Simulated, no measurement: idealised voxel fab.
process module | voxel transistor to metal
cross-section cut | 200 nm wide | cells 5 nm
A cross-section is a grid of square cells, given in bands from the top down. A band is one or more rows of cells.
Each band's line starts with the height of the band's top and of its bottom, in nm. Then come its materials from left to right, each with its width in nm. One material with "throughout" fills the band from edge to edge. "air" is empty space.
Height 0 is the level under which the wafer as received is all one material. The lowest band goes on downwards, as in "0 down".
A width such as "30 to 40" changes by the same amount from each row of cells to the next, from the band's top row to its bottom row.
"no change" after a step means that no cell of the cross-section changed.
closed voids: empty space of 8 cells or more with no open way to the top, each as width x height at its distance from the left edge, in nm
after a step's settings: what the simulator itself notes on the step
overlay nm, on a step with a mask: how far to the right of its planned place the mask lay; to the left if negative
plan
1 op RECEIVE | material Si
2 op CONFORMAL_DEP | material SiO2 | thk nm 5
3 op CONFORMAL_DEP | material SiN | thk nm 15
4 op MASKED_ETCH | tone cover | mask id ACTIVE | width nm 95 | etch materials SiN | depth nm 15 | overlay nm 0
5 op MASKED_ETCH | tone cover | mask id ACTIVE | width nm 95 | etch materials SiO2 | depth nm 5 | overlay nm 0
6 op MASKED_ETCH | tone cover | mask id ACTIVE | width nm 95 | etch materials Si | depth nm 30 | overlay nm 0
7 op OXIDIZE | depth nm 5
8 op FILL_DEP | material SiO2 | thk nm 10
9 op CMP | height nm 20
10 op SELECTIVE_ETCH | etch materials SiO2 | depth nm 10
11 op STRIP | etch materials SiN
12 op SELECTIVE_ETCH | etch materials SiO2 | depth nm 5
13 op OXIDIZE | depth nm 5
14 op DIRECTIONAL_DEP | material polySi | thk nm 30
15 op DIRECTIONAL_DEP | material SiCN | thk nm 15
16 op PATTERN | tone cover | mask id GATE | material resist | width nm 15 | thk nm 20 | overlay nm 0
17 op DIRECTIONAL_ETCH | etch materials SiCN | depth nm 25
18 op DIRECTIONAL_ETCH | etch materials polySi | depth nm 40
19 op STRIP | etch materials resist
20 op CONFORMAL_DEP | material SiO2 | thk nm 5
21 op DIRECTIONAL_ETCH | etch materials SiO2 | depth nm 5
22 op CONFORMAL_DEP | material SiN | thk nm 5
23 op DIRECTIONAL_ETCH | etch materials SiN | depth nm 5
24 op DIRECTIONAL_ETCH | etch materials SiO2 | depth nm 5
25 op DIRECTIONAL_ETCH | etch materials Si | depth nm 15
26 op EPI | material pSi | thk nm 20
27 op FILL_DEP | material SiO2 | thk nm 5
28 op CMP | height nm 45
29 op DIRECTIONAL_DEP | material SiO2 | thk nm 10
30 op PATTERN | tone open | mask id CONTACT | material resist | width nm 20 | pitch nm 65 | thk nm 20 | overlay nm 0
31 op DIRECTIONAL_ETCH | etch materials SiO2 | depth nm 55
32 op STRIP | etch materials resist
33 op CONFORMAL_DEP | material TiN | thk nm 5
34 op FILL_DEP | material Ru | thk nm 5
35 op CMP | height nm 55
36 op DIRECTIONAL_DEP | material TiN | thk nm 5
37 op DIRECTIONAL_DEP | material W | thk nm 25
38 op MASKED_ETCH | tone cover | mask id METAL_1 | width nm 20 | pitch nm 65 | etch materials W | depth nm 25 | overlay nm 0
39 op MASKED_ETCH | tone cover | mask id METAL_1 | width nm 20 | pitch nm 65 | etch materials TiN | depth nm 5 | overlay nm 0
40 op CONFORMAL_DEP | material SiCN | thk nm 5
41 op FILL_DEP | material lowk | thk nm 5
42 op CMP | height nm 85
43 op CONFORMAL_DEP | material SiCN | thk nm 5
44 op DIRECTIONAL_DEP | material SiO2 | thk nm 35
45 op MASKED_ETCH | tone open | mask id METAL_2 | width nm 20 | pitch nm 65 | etch materials SiO2 | depth nm 20 | overlay nm 0
46 op MASKED_ETCH | tone open | mask id METAL_2_HOLES | width nm 15 | pitch nm 65 | etch materials SiO2 | depth nm 15 | overlay nm 0
47 op MASKED_ETCH | tone open | mask id METAL_2_HOLES | width nm 15 | pitch nm 65 | etch materials SiCN | depth nm 5 | overlay nm 0
48 op CONFORMAL_DEP | material TiN | thk nm 5
49 op FILL_DEP | material Cu | thk nm 5
50 op CMP | height nm 125
51 op CONFORMAL_DEP | material SiN | thk nm 5
as received, after step 1
  0 down: Si throughout
  closed voids: none
first wafer at the end, as planned
  130 to 125: SiN throughout
  125 to 110: SiO2 55 | TiN 5 | Cu 10 | TiN 5 | SiO2 45 | TiN 5 | Cu 10 | TiN 5 | SiO2 60
  110 to 105: SiO2 55 | TiN 5 | Cu 5 | TiN 10 | SiO2 45 | TiN 5 | Cu 5 | TiN 10 | SiO2 60
  105 to 90: SiO2 55 | TiN 5 | Cu 5 | TiN 5 | SiO2 50 | TiN 5 | Cu 5 | TiN 5 | SiO2 65
  90 to 85: SiCN 55 | TiN 15 | SiCN 50 | TiN 15 | SiCN 65
  85 to 60: lowk 50 | SiCN 5 | W 20 | SiCN 5 | lowk 35 | SiCN 5 | W 20 | SiCN 5 | lowk 55
  60 to 55: SiCN 55 | TiN 20 | SiCN 45 | TiN 20 | SiCN 60
  55 to 45: SiO2 55 | TiN 5 | Ru 10 | TiN 5 | SiO2 45 | TiN 5 | Ru 10 | TiN 5 | SiO2 60
  45 to 30: SiO2 55 | TiN 5 | Ru 10 | TiN 5 | SiO2 5 | SiN 5 | SiO2 5 | SiCN 15 | SiO2 5 | SiN 5 | SiO2 5 | TiN 5 | Ru 10 | TiN 5 | SiO2 60
  30 to 20: SiO2 55 | TiN 5 | Ru 10 | TiN 5 | SiO2 5 | SiN 5 | SiO2 5 | polySi 15 | SiO2 5 | SiN 5 | SiO2 5 | TiN 5 | Ru 10 | TiN 5 | SiO2 60
  20 to 15: SiO2 55 | TiN 20 | SiO2 5 | SiN 5 | SiO2 5 | polySi 15 | SiO2 5 | SiN 5 | SiO2 5 | TiN 20 | SiO2 60
  15 to 5: SiO2 55 | TiN 5 | pSi 20 | SiN 5 | SiO2 5 | polySi 15 | SiO2 5 | SiN 5 | pSi 20 | TiN 5 | SiO2 60
  5 to 0: SiO2 50 | SiN 5 | TiN 5 | pSi 20 | SiN 5 | SiO2 5 | polySi 15 | SiO2 5 | SiN 5 | pSi 20 | TiN 5 | SiN 5 | SiO2 55
  0 to -5: SiO2 55 | pSi 25 | SiO2 35 | pSi 25 | SiO2 60
  -5 to -20: SiO2 55 | pSi 25 | Si 35 | pSi 25 | SiO2 60
  -20 to -35: SiO2 55 | Si 85 | SiO2 60
  -35 down: Si throughout
  closed voids: none
second wafer at the end: like start, like plan, one mistake
  130 to 125: SiN throughout
  125 to 100: SiO2 55 | TiN 5 | Cu 10 | TiN 5 | SiO2 45 | TiN 5 | Cu 10 | TiN 5 | SiO2 60
  100 to 90: SiO2 55 | TiN 5 | Cu 5 | TiN 10 to 5 | SiO2 45 to 50 | TiN 5 | Cu 5 | TiN 10 to 5 | SiO2 60 to 65
  90 to 85: SiCN 55 | TiN 15 | SiCN 50 | TiN 15 | SiCN 65
  85 to 60: lowk 50 | SiCN 5 | W 20 | SiCN 5 | lowk 35 | SiCN 5 | W 20 | SiCN 5 | lowk 55
  60 to 55: SiCN 55 | TiN 20 | SiCN 45 | TiN 20 | SiCN 60
  55 to 45: SiO2 55 | TiN 5 | Ru 10 | TiN 5 | SiO2 45 | TiN 5 | Ru 10 | TiN 5 | SiO2 60
  45 to 30: SiO2 55 | TiN 5 | Ru 10 | TiN 5 | SiO2 5 | SiN 5 | SiO2 5 | SiCN 15 | SiO2 5 | SiN 5 | SiO2 5 | TiN 5 | Ru 10 | TiN 5 | SiO2 60
  30 to 20: SiO2 55 | TiN 5 | Ru 10 | TiN 5 | SiO2 5 | SiN 5 | SiO2 5 | polySi 15 | SiO2 5 | SiN 5 | SiO2 5 | TiN 5 | Ru 10 | TiN 5 | SiO2 60
  20 to 15: SiO2 55 | TiN 20 | SiO2 5 | SiN 5 | SiO2 5 | polySi 15 | SiO2 5 | SiN 5 | SiO2 5 | TiN 20 | SiO2 60
  15 to 5: SiO2 55 | TiN 5 | pSi 20 | SiN 5 | SiO2 5 | polySi 15 | SiO2 5 | SiN 5 | pSi 20 | TiN 5 | SiO2 60
  5 to 0: SiO2 50 | SiN 5 | TiN 5 | pSi 20 | SiN 5 | SiO2 5 | polySi 15 | SiO2 5 | SiN 5 | pSi 20 | TiN 5 | SiN 5 | SiO2 55
  0 to -5: SiO2 55 | pSi 25 | SiO2 35 | pSi 25 | SiO2 60
  -5 to -20: SiO2 55 | pSi 25 | Si 35 | pSi 25 | SiO2 60
  -20 to -35: SiO2 55 | Si 85 | SiO2 60
  -35 down: Si throughout
  closed voids: none
what went wrong: step 45 ran as: op MASKED_ETCH | tone open | mask id METAL_2 | width nm 20 | pitch nm 65 | etch materials SiO2 | depth nm 30 | overlay nm 0
at the end the second wafer has, in cells: 4 more of Cu | 4 fewer of SiO2
